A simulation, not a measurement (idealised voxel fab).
Proc. module: voxel capacitor over wiring
For reference, the cross-section in this document is cut, with width 250 nm and square cells of 5 nm.
The cross-sections in this document take the form of a grid made of square cells. They are written out as bands, in order from top to bottom. Each band consists of one or more rows of cells. Band: top height; bottom height; in nm. Then, left to right: material with width in nm, for each material. "everywhere": a single material spanning edge to edge. "blank": empty space. We count height from 0. Below that, the starting wafer is all one material. The lowest band never ends at the bottom but goes on down; see "0 nm and below" for how that is written. Quick explanation for "30 to 40": the width changes in equal steps down the rows of cells, from the first number in the band's top row to the second number in its bottom row. "nothing different" for a step: no cell of the cross-section changed in that step. Closed-off voids of 8+ cells (no open route to the top) go in "Closed cavity list", written width x height at distance from the left edge, in nm. It should be noted that, on the line of a given step, the content following the step's settings is a remark produced by the simulator itself with respect to that step. overlay nm: for a step with a mask, the amount by which the mask lay right of where it was planned; a negative amount means left of it.
[Intended process steps]
1 RECEIVE with material Si
2 CONFORMAL_DEP with material SiO2, thk nm 10
3 CONFORMAL_DEP with material SiCN, thk nm 5
4 DIRECTIONAL_DEP with material lowk, thk nm 20
5 PATTERN with tone open, mask id METAL_1, material resist, width nm 30, pitch nm 100, thk nm 15, overlay nm 0
6 DIRECTIONAL_ETCH with etch materials lowk, depth nm 20
7 DIRECTIONAL_ETCH with etch materials SiCN, depth nm 5
8 STRIP with etch materials resist
9 CONFORMAL_DEP with material TiN, thk nm 5
10 FILL_DEP with material W, thk nm 5
11 CMP with height nm 35
12 CONFORMAL_DEP with material SiCN, thk nm 5
13 DIRECTIONAL_DEP with material lowk, thk nm 10
14 PATTERN with tone open, mask id PLUG_1, material resist, width nm 15, thk nm 20, overlay nm 0
15 DIRECTIONAL_ETCH with etch materials lowk, depth nm 10
16 DIRECTIONAL_ETCH with etch materials SiCN, depth nm 5
17 STRIP with etch materials resist
18 EPI with material Ru, thk nm 10
19 EPI with material Ru, thk nm 5
20 DIRECTIONAL_DEP with material TiN, thk nm 5
21 DIRECTIONAL_DEP with material HfO2, thk nm 5
22 DIRECTIONAL_DEP with material TiN, thk nm 10
23 DIRECTIONAL_DEP with material aC, thk nm 10
24 PATTERN with tone cover, mask id UPPER_PLATE, material resist, width nm 75, thk nm 30, overlay nm 0
25 DIRECTIONAL_ETCH with etch materials aC, depth nm 10
26 STRIP with etch materials resist
27 DIRECTIONAL_ETCH with etch materials TiN, depth nm 10
28 DIRECTIONAL_ETCH with etch materials HfO2, depth nm 5
29 STRIP with etch materials aC
30 DIRECTIONAL_DEP with material aC, thk nm 15
31 PATTERN with tone cover, mask id LOWER_PLATE, material resist, width nm 85, thk nm 30, overlay nm 0
32 DIRECTIONAL_ETCH with etch materials aC, depth nm 15
33 STRIP with etch materials resist
34 DIRECTIONAL_ETCH with etch materials TiN, depth nm 5
35 STRIP with etch materials aC
36 FILL_DEP with material SiO2, thk nm 15
37 CMP with height nm 80
38 DIRECTIONAL_DEP with material aC, thk nm 10
39 PATTERN with tone open, mask id PLUG_2, material resist, width nm 15, thk nm 25, overlay nm 0
40 DIRECTIONAL_ETCH with etch materials aC, depth nm 10
41 STRIP with etch materials resist
42 DIRECTIONAL_ETCH with etch materials SiO2, depth nm 10
43 STRIP with etch materials aC
44 CONFORMAL_DEP with material TiN, thk nm 5
45 FILL_DEP with material W, thk nm 5
46 CMP with height nm 80
47 CONFORMAL_DEP with material SiCN, thk nm 5
[Account of the first of two wafers, which was processed as intended]
[Incoming wafer in cross-section (state: after step 1)]
    0 nm and below  Si everywhere
    Closed cavity list: none
[Sectional view: wafer, after step 2]
    10 nm to 0 nm  SiO2 everywhere
    Unchanged below 0.
[Sectional view: wafer, after step 3]
    15 nm to 10 nm  SiCN everywhere
    Unchanged below 10.
[Sectional view: wafer, after step 4]
    35 nm to 15 nm  lowk everywhere
    Unchanged below 15.
[Sectional view: wafer, after step 5]
    50 nm to 35 nm  resist 60 nm, then blank 30 nm, then resist 70 nm, then blank 30 nm, then resist 60 nm
    Unchanged below 35.
[Sectional view: wafer, after step 6]
    50 nm to 35 nm  resist 60 nm, then blank 30 nm, then resist 70 nm, then blank 30 nm, then resist 60 nm
    35 nm to 15 nm  lowk 60 nm, then blank 30 nm, then lowk 70 nm, then blank 30 nm, then lowk 60 nm
    Unchanged below 15.
[Sectional view: wafer, after step 7]
    50 nm to 35 nm  resist 60 nm, then blank 30 nm, then resist 70 nm, then blank 30 nm, then resist 60 nm
    35 nm to 15 nm  lowk 60 nm, then blank 30 nm, then lowk 70 nm, then blank 30 nm, then lowk 60 nm
    15 nm to 10 nm  SiCN 60 nm, then blank 30 nm, then SiCN 70 nm, then blank 30 nm, then SiCN 60 nm
    Unchanged below 10.
[Sectional view: wafer, after step 8]
    35 nm to 15 nm  lowk 60 nm, then blank 30 nm, then lowk 70 nm, then blank 30 nm, then lowk 60 nm
    Unchanged below 15.
[Sectional view: wafer, after step 9]
    40 nm to 35 nm  TiN 65 nm, then blank 20 nm, then TiN 80 nm, then blank 20 nm, then TiN 65 nm
    35 nm to 15 nm  lowk 60 nm, then TiN 5 nm, then blank 20 nm, then TiN 5 nm, then lowk 70 nm, then TiN 5 nm, then blank 20 nm, then TiN 5 nm, then lowk 60 nm
    15 nm to 10 nm  SiCN 60 nm, then TiN 30 nm, then SiCN 70 nm, then TiN 30 nm, then SiCN 60 nm
    Unchanged below 10.
[Sectional view: wafer, after step 10]
    45 nm to 40 nm  W everywhere
    40 nm to 35 nm  TiN 65 nm, then W 20 nm, then TiN 80 nm, then W 20 nm, then TiN 65 nm
    35 nm to 15 nm  lowk 60 nm, then TiN 5 nm, then W 20 nm, then TiN 5 nm, then lowk 70 nm, then TiN 5 nm, then W 20 nm, then TiN 5 nm, then lowk 60 nm
    Unchanged below 15.
[Sectional view: wafer, after step 11]
    35 nm to 15 nm  lowk 60 nm, then TiN 5 nm, then W 20 nm, then TiN 5 nm, then lowk 70 nm, then TiN 5 nm, then W 20 nm, then TiN 5 nm, then lowk 60 nm
    Unchanged below 15.
[Sectional view: wafer, after step 12]
    40 nm to 35 nm  SiCN everywhere
    Unchanged below 35.
[Sectional view: wafer, after step 13]
    50 nm to 40 nm  lowk everywhere
    Unchanged below 40.
[Sectional view: wafer, after step 14]
    70 nm to 50 nm  resist 75 nm, then blank 15 nm, then resist 160 nm
    Unchanged below 50.
[Sectional view: wafer, after step 15]
    70 nm to 50 nm  resist 75 nm, then blank 15 nm, then resist 160 nm
    50 nm to 40 nm  lowk 75 nm, then blank 15 nm, then lowk 160 nm
    Unchanged below 40.
[Sectional view: wafer, after step 16]
    70 nm to 50 nm  resist 75 nm, then blank 15 nm, then resist 160 nm
    50 nm to 40 nm  lowk 75 nm, then blank 15 nm, then lowk 160 nm
    40 nm to 35 nm  SiCN 75 nm, then blank 15 nm, then SiCN 160 nm
    Unchanged below 35.
[Sectional view: wafer, after step 17]
    50 nm to 40 nm  lowk 75 nm, then blank 15 nm, then lowk 160 nm
    Unchanged below 40.
[Sectional view: wafer, after step 18]
    50 nm to 45 nm  lowk 75 nm, then blank 15 nm, then lowk 160 nm
    45 nm to 40 nm  lowk 75 nm, then Ru 15 nm, then lowk 160 nm
    40 nm to 35 nm  SiCN 75 nm, then Ru 15 nm, then SiCN 160 nm
    Unchanged below 35.
[Sectional view: wafer, after step 19]
    50 nm to 40 nm  lowk 75 nm, then Ru 15 nm, then lowk 160 nm
    Unchanged below 40.
[Sectional view: wafer, after step 20]
    55 nm to 50 nm  TiN everywhere
    Unchanged below 50.
[Sectional view: wafer, after step 21]
    60 nm to 55 nm  HfO2 everywhere
    Unchanged below 55.
[Sectional view: wafer, after step 22]
    70 nm to 60 nm  TiN everywhere
    Unchanged below 60.
[Sectional view: wafer, after step 23]
    80 nm to 70 nm  aC everywhere
    Unchanged below 70.
[Sectional view: wafer, after step 24]
    110 nm to 80 nm  blank 75 nm, then resist 75 nm, then blank 100 nm
    Unchanged below 80.
[Sectional view: wafer, after step 25]
    100 nm to 80 nm  blank 75 nm, then resist 75 nm, then blank 100 nm
    80 nm to 70 nm  blank 75 nm, then aC 75 nm, then blank 100 nm
    Unchanged below 70.
[Sectional view: wafer, after step 26]
    80 nm to 70 nm  blank 75 nm, then aC 75 nm, then blank 100 nm
    Unchanged below 70.
[Sectional view: wafer, after step 27]
    80 nm to 70 nm  blank 75 nm, then aC 75 nm, then blank 100 nm
    70 nm to 60 nm  blank 75 nm, then TiN 75 nm, then blank 100 nm
    Unchanged below 60.
[Sectional view: wafer, after step 28]
    80 nm to 70 nm  blank 75 nm, then aC 75 nm, then blank 100 nm
    70 nm to 60 nm  blank 75 nm, then TiN 75 nm, then blank 100 nm
    60 nm to 55 nm  blank 75 nm, then HfO2 75 nm, then blank 100 nm
    Unchanged below 55.
[Sectional view: wafer, after step 29]
    70 nm to 60 nm  blank 75 nm, then TiN 75 nm, then blank 100 nm
    Unchanged below 60.
[Sectional view: wafer, after step 30]
    85 nm to 70 nm  blank 75 nm, then aC 75 nm, then blank 100 nm
    70 nm to 60 nm  aC 75 nm, then TiN 75 nm, then aC 100 nm
    60 nm to 55 nm  aC 75 nm, then HfO2 75 nm, then aC 100 nm
    Unchanged below 55.
[Sectional view: wafer, after step 31]
    115 nm to 85 nm  blank 70 nm, then resist 85 nm, then blank 95 nm
    85 nm to 70 nm  blank 70 nm, then resist 5 nm, then aC 75 nm, then resist 5 nm, then blank 95 nm
    Unchanged below 70.
[Sectional view: wafer, after step 32]
    100 nm to 85 nm  blank 70 nm, then resist 85 nm, then blank 95 nm
    85 nm to 70 nm  blank 70 nm, then resist 5 nm, then aC 75 nm, then resist 5 nm, then blank 95 nm
    70 nm to 60 nm  blank 70 nm, then aC 5 nm, then TiN 75 nm, then aC 5 nm, then blank 95 nm
    60 nm to 55 nm  blank 70 nm, then aC 5 nm, then HfO2 75 nm, then aC 5 nm, then blank 95 nm
    Unchanged below 55.
[Sectional view: wafer, after step 33]
    85 nm to 70 nm  blank 75 nm, then aC 75 nm, then blank 100 nm
    Unchanged below 70.
[Sectional view: wafer, after step 34]
    85 nm to 70 nm  blank 75 nm, then aC 75 nm, then blank 100 nm
    70 nm to 60 nm  blank 70 nm, then aC 5 nm, then TiN 75 nm, then aC 5 nm, then blank 95 nm
    60 nm to 55 nm  blank 70 nm, then aC 5 nm, then HfO2 75 nm, then aC 5 nm, then blank 95 nm
    55 nm to 50 nm  blank 70 nm, then TiN 85 nm, then blank 95 nm
    Unchanged below 50.
[Sectional view: wafer, after step 35]
    70 nm to 60 nm  blank 75 nm, then TiN 75 nm, then blank 100 nm
    60 nm to 55 nm  blank 75 nm, then HfO2 75 nm, then blank 100 nm
    Unchanged below 55.
[Sectional view: wafer, after step 36]
    85 nm to 70 nm  SiO2 everywhere
    70 nm to 60 nm  SiO2 75 nm, then TiN 75 nm, then SiO2 100 nm
    60 nm to 55 nm  SiO2 75 nm, then HfO2 75 nm, then SiO2 100 nm
    55 nm to 50 nm  SiO2 70 nm, then TiN 85 nm, then SiO2 95 nm
    Unchanged below 50.
[Sectional view: wafer, after step 37]
    80 nm to 70 nm  SiO2 everywhere
    Unchanged below 70.
[Sectional view: wafer, after step 38]
    90 nm to 80 nm  aC everywhere
    Unchanged below 80.
[Sectional view: wafer, after step 39]
    115 nm to 90 nm  resist 85 nm, then blank 15 nm, then resist 150 nm
    Unchanged below 90.
[Sectional view: wafer, after step 40]
    105 nm to 90 nm  resist 85 nm, then blank 15 nm, then resist 150 nm
    90 nm to 80 nm  aC 85 nm, then blank 15 nm, then aC 150 nm
    Unchanged below 80.
[Sectional view: wafer, after step 41]
    90 nm to 80 nm  aC 85 nm, then blank 15 nm, then aC 150 nm
    Unchanged below 80.
[Sectional view: wafer, after step 42]
    90 nm to 80 nm  aC 85 nm, then blank 15 nm, then aC 150 nm
    80 nm to 70 nm  SiO2 85 nm, then blank 15 nm, then SiO2 150 nm
    Unchanged below 70.
[Sectional view: wafer, after step 43]
    80 nm to 70 nm  SiO2 85 nm, then blank 15 nm, then SiO2 150 nm
    Unchanged below 70.
[Sectional view: wafer, after step 44]
    85 nm to 80 nm  TiN 90 nm, then blank 5 nm, then TiN 155 nm
    80 nm to 75 nm  SiO2 85 nm, then TiN 5 nm, then blank 5 nm, then TiN 5 nm, then SiO2 150 nm
    75 nm to 70 nm  SiO2 85 nm, then TiN 15 nm, then SiO2 150 nm
    Unchanged below 70.
[Sectional view: wafer, after step 45]
    90 nm to 85 nm  W everywhere
    85 nm to 80 nm  TiN 90 nm, then W 5 nm, then TiN 155 nm
    80 nm to 75 nm  SiO2 85 nm, then TiN 5 nm, then W 5 nm, then TiN 5 nm, then SiO2 150 nm
    Unchanged below 75.
[Sectional view: wafer, after step 46]
    80 nm to 75 nm  SiO2 85 nm, then TiN 5 nm, then W 5 nm, then TiN 5 nm, then SiO2 150 nm
    Unchanged below 75.
[Sectional view: wafer, after step 47]
    85 nm to 80 nm  SiCN everywhere
    Unchanged below 80.
[Now the other wafer: same start, same recipe, but we messed up one thing when running it. Up to and including step 4 it's the same as the first one]
[Second wafer shown in cross-section at the time step 5 was slated to end]
    50 nm to 35 nm  resist 70 nm, then blank 30 nm, then resist 70 nm, then blank 30 nm, then resist 50 nm
    Unchanged below 35.
[Second wafer shown in cross-section at the time step 6 was slated to end]
    50 nm to 35 nm  resist 70 nm, then blank 30 nm, then resist 70 nm, then blank 30 nm, then resist 50 nm
    35 nm to 15 nm  lowk 70 nm, then blank 30 nm, then lowk 70 nm, then blank 30 nm, then lowk 50 nm
    Unchanged below 15.
[Second wafer shown in cross-section at the time step 7 was slated to end]
    50 nm to 35 nm  resist 70 nm, then blank 30 nm, then resist 70 nm, then blank 30 nm, then resist 50 nm
    35 nm to 15 nm  lowk 70 nm, then blank 30 nm, then lowk 70 nm, then blank 30 nm, then lowk 50 nm
    15 nm to 10 nm  SiCN 70 nm, then blank 30 nm, then SiCN 70 nm, then blank 30 nm, then SiCN 50 nm
    Unchanged below 10.
[Second wafer shown in cross-section at the time step 8 was slated to end]
    35 nm to 15 nm  lowk 70 nm, then blank 30 nm, then lowk 70 nm, then blank 30 nm, then lowk 50 nm
    Unchanged below 15.
[Second wafer shown in cross-section at the time step 9 was slated to end]
    40 nm to 35 nm  TiN 75 nm, then blank 20 nm, then TiN 80 nm, then blank 20 nm, then TiN 55 nm
    35 nm to 15 nm  lowk 70 nm, then TiN 5 nm, then blank 20 nm, then TiN 5 nm, then lowk 70 nm, then TiN 5 nm, then blank 20 nm, then TiN 5 nm, then lowk 50 nm
    15 nm to 10 nm  SiCN 70 nm, then TiN 30 nm, then SiCN 70 nm, then TiN 30 nm, then SiCN 50 nm
    Unchanged below 10.
[Second wafer shown in cross-section at the time step 10 was slated to end]
    45 nm to 40 nm  W everywhere
    40 nm to 35 nm  TiN 75 nm, then W 20 nm, then TiN 80 nm, then W 20 nm, then TiN 55 nm
    35 nm to 15 nm  lowk 70 nm, then TiN 5 nm, then W 20 nm, then TiN 5 nm, then lowk 70 nm, then TiN 5 nm, then W 20 nm, then TiN 5 nm, then lowk 50 nm
    Unchanged below 15.
[Second wafer shown in cross-section at the time step 11 was slated to end]
    35 nm to 15 nm  lowk 70 nm, then TiN 5 nm, then W 20 nm, then TiN 5 nm, then lowk 70 nm, then TiN 5 nm, then W 20 nm, then TiN 5 nm, then lowk 50 nm
    Unchanged below 15.
[Second wafer shown in cross-section at the time step 12 was slated to end]
    40 nm to 35 nm  SiCN everywhere
    Unchanged below 35.
[Second wafer shown in cross-section at the time step 13 was slated to end]
    50 nm to 40 nm  lowk everywhere
    Unchanged below 40.
[Second wafer shown in cross-section at the time step 14 was slated to end]
    70 nm to 50 nm  resist 75 nm, then blank 15 nm, then resist 160 nm
    Unchanged below 50.
[Second wafer shown in cross-section at the time step 15 was slated to end]
    70 nm to 50 nm  resist 75 nm, then blank 15 nm, then resist 160 nm
    50 nm to 40 nm  lowk 75 nm, then blank 15 nm, then lowk 160 nm
    Unchanged below 40.
[Second wafer shown in cross-section at the time step 16 was slated to end]
    70 nm to 50 nm  resist 75 nm, then blank 15 nm, then resist 160 nm
    50 nm to 40 nm  lowk 75 nm, then blank 15 nm, then lowk 160 nm
    40 nm to 35 nm  SiCN 75 nm, then blank 15 nm, then SiCN 160 nm
    Unchanged below 35.
[Second wafer shown in cross-section at the time step 17 was slated to end]
    50 nm to 40 nm  lowk 75 nm, then blank 15 nm, then lowk 160 nm
    Unchanged below 40.
[Second wafer shown in cross-section at the time step 18 was slated to end]
    50 nm to 45 nm  lowk 75 nm, then blank 15 nm, then lowk 160 nm
    45 nm to 40 nm  lowk 75 nm, then Ru 15 nm, then lowk 160 nm
    40 nm to 35 nm  SiCN 75 nm, then Ru 15 nm, then SiCN 160 nm
    Unchanged below 35.
[Second wafer shown in cross-section at the time step 19 was slated to end]
    50 nm to 40 nm  lowk 75 nm, then Ru 15 nm, then lowk 160 nm
    Unchanged below 40.
[Second wafer shown in cross-section at the time step 20 was slated to end]
    55 nm to 50 nm  TiN everywhere
    Unchanged below 50.
[Second wafer shown in cross-section at the time step 21 was slated to end]
    60 nm to 55 nm  HfO2 everywhere
    Unchanged below 55.
[Second wafer shown in cross-section at the time step 22 was slated to end]
    70 nm to 60 nm  TiN everywhere
    Unchanged below 60.
[Second wafer shown in cross-section at the time step 23 was slated to end]
    80 nm to 70 nm  aC everywhere
    Unchanged below 70.
[Second wafer shown in cross-section at the time step 24 was slated to end]
    110 nm to 80 nm  blank 75 nm, then resist 75 nm, then blank 100 nm
    Unchanged below 80.
[Second wafer shown in cross-section at the time step 25 was slated to end]
    100 nm to 80 nm  blank 75 nm, then resist 75 nm, then blank 100 nm
    80 nm to 70 nm  blank 75 nm, then aC 75 nm, then blank 100 nm
    Unchanged below 70.
[Second wafer shown in cross-section at the time step 26 was slated to end]
    80 nm to 70 nm  blank 75 nm, then aC 75 nm, then blank 100 nm
    Unchanged below 70.
[Second wafer shown in cross-section at the time step 27 was slated to end]
    80 nm to 70 nm  blank 75 nm, then aC 75 nm, then blank 100 nm
    70 nm to 60 nm  blank 75 nm, then TiN 75 nm, then blank 100 nm
    Unchanged below 60.
[Second wafer shown in cross-section at the time step 28 was slated to end]
    80 nm to 70 nm  blank 75 nm, then aC 75 nm, then blank 100 nm
    70 nm to 60 nm  blank 75 nm, then TiN 75 nm, then blank 100 nm
    60 nm to 55 nm  blank 75 nm, then HfO2 75 nm, then blank 100 nm
    Unchanged below 55.
[Second wafer shown in cross-section at the time step 29 was slated to end]
    70 nm to 60 nm  blank 75 nm, then TiN 75 nm, then blank 100 nm
    Unchanged below 60.
[Second wafer shown in cross-section at the time step 30 was slated to end]
    85 nm to 70 nm  blank 75 nm, then aC 75 nm, then blank 100 nm
    70 nm to 60 nm  aC 75 nm, then TiN 75 nm, then aC 100 nm
    60 nm to 55 nm  aC 75 nm, then HfO2 75 nm, then aC 100 nm
    Unchanged below 55.
[Second wafer shown in cross-section at the time step 31 was slated to end]
    115 nm to 85 nm  blank 70 nm, then resist 85 nm, then blank 95 nm
    85 nm to 70 nm  blank 70 nm, then resist 5 nm, then aC 75 nm, then resist 5 nm, then blank 95 nm
    Unchanged below 70.
[Second wafer shown in cross-section at the time step 32 was slated to end]
    100 nm to 85 nm  blank 70 nm, then resist 85 nm, then blank 95 nm
    85 nm to 70 nm  blank 70 nm, then resist 5 nm, then aC 75 nm, then resist 5 nm, then blank 95 nm
    70 nm to 60 nm  blank 70 nm, then aC 5 nm, then TiN 75 nm, then aC 5 nm, then blank 95 nm
    60 nm to 55 nm  blank 70 nm, then aC 5 nm, then HfO2 75 nm, then aC 5 nm, then blank 95 nm
    Unchanged below 55.
[Second wafer shown in cross-section at the time step 33 was slated to end]
    85 nm to 70 nm  blank 75 nm, then aC 75 nm, then blank 100 nm
    Unchanged below 70.
[Second wafer shown in cross-section at the time step 34 was slated to end]
    85 nm to 70 nm  blank 75 nm, then aC 75 nm, then blank 100 nm
    70 nm to 60 nm  blank 70 nm, then aC 5 nm, then TiN 75 nm, then aC 5 nm, then blank 95 nm
    60 nm to 55 nm  blank 70 nm, then aC 5 nm, then HfO2 75 nm, then aC 5 nm, then blank 95 nm
    55 nm to 50 nm  blank 70 nm, then TiN 85 nm, then blank 95 nm
    Unchanged below 50.
[Second wafer shown in cross-section at the time step 35 was slated to end]
    70 nm to 60 nm  blank 75 nm, then TiN 75 nm, then blank 100 nm
    60 nm to 55 nm  blank 75 nm, then HfO2 75 nm, then blank 100 nm
    Unchanged below 55.
[Second wafer shown in cross-section at the time step 36 was slated to end]
    85 nm to 70 nm  SiO2 everywhere
    70 nm to 60 nm  SiO2 75 nm, then TiN 75 nm, then SiO2 100 nm
    60 nm to 55 nm  SiO2 75 nm, then HfO2 75 nm, then SiO2 100 nm
    55 nm to 50 nm  SiO2 70 nm, then TiN 85 nm, then SiO2 95 nm
    Unchanged below 50.
[Second wafer shown in cross-section at the time step 37 was slated to end]
    80 nm to 70 nm  SiO2 everywhere
    Unchanged below 70.
[Second wafer shown in cross-section at the time step 38 was slated to end]
    90 nm to 80 nm  aC everywhere
    Unchanged below 80.
[Second wafer shown in cross-section at the time step 39 was slated to end]
    115 nm to 90 nm  resist 85 nm, then blank 15 nm, then resist 150 nm
    Unchanged below 90.
[Second wafer shown in cross-section at the time step 40 was slated to end]
    105 nm to 90 nm  resist 85 nm, then blank 15 nm, then resist 150 nm
    90 nm to 80 nm  aC 85 nm, then blank 15 nm, then aC 150 nm
    Unchanged below 80.
[Second wafer shown in cross-section at the time step 41 was slated to end]
    90 nm to 80 nm  aC 85 nm, then blank 15 nm, then aC 150 nm
    Unchanged below 80.
[Second wafer shown in cross-section at the time step 42 was slated to end]
    90 nm to 80 nm  aC 85 nm, then blank 15 nm, then aC 150 nm
    80 nm to 70 nm  SiO2 85 nm, then blank 15 nm, then SiO2 150 nm
    Unchanged below 70.
[Second wafer shown in cross-section at the time step 43 was slated to end]
    80 nm to 70 nm  SiO2 85 nm, then blank 15 nm, then SiO2 150 nm
    Unchanged below 70.
[Second wafer shown in cross-section at the time step 44 was slated to end]
    85 nm to 80 nm  TiN 90 nm, then blank 5 nm, then TiN 155 nm
    80 nm to 75 nm  SiO2 85 nm, then TiN 5 nm, then blank 5 nm, then TiN 5 nm, then SiO2 150 nm
    75 nm to 70 nm  SiO2 85 nm, then TiN 15 nm, then SiO2 150 nm
    Unchanged below 70.
[Second wafer shown in cross-section at the time step 45 was slated to end]
    90 nm to 85 nm  W everywhere
    85 nm to 80 nm  TiN 90 nm, then W 5 nm, then TiN 155 nm
    80 nm to 75 nm  SiO2 85 nm, then TiN 5 nm, then W 5 nm, then TiN 5 nm, then SiO2 150 nm
    Unchanged below 75.
[Second wafer shown in cross-section at the time step 46 was slated to end]
    80 nm to 75 nm  SiO2 85 nm, then TiN 5 nm, then W 5 nm, then TiN 5 nm, then SiO2 150 nm
    Unchanged below 75.
[Second wafer shown in cross-section at the time step 47 was slated to end]
    85 nm to 80 nm  SiCN everywhere
    Unchanged below 80.
Deviation noted in wafer processing: for step 5, the planned setting was not used; the step was instead run as PATTERN with tone open, mask id METAL_1, material resist, width nm 30, pitch nm 100, thk nm 15, overlay nm 10
If you tally the cells, the second wafer ends up with the same amount of every material as the first; it's all just sitting in different places.
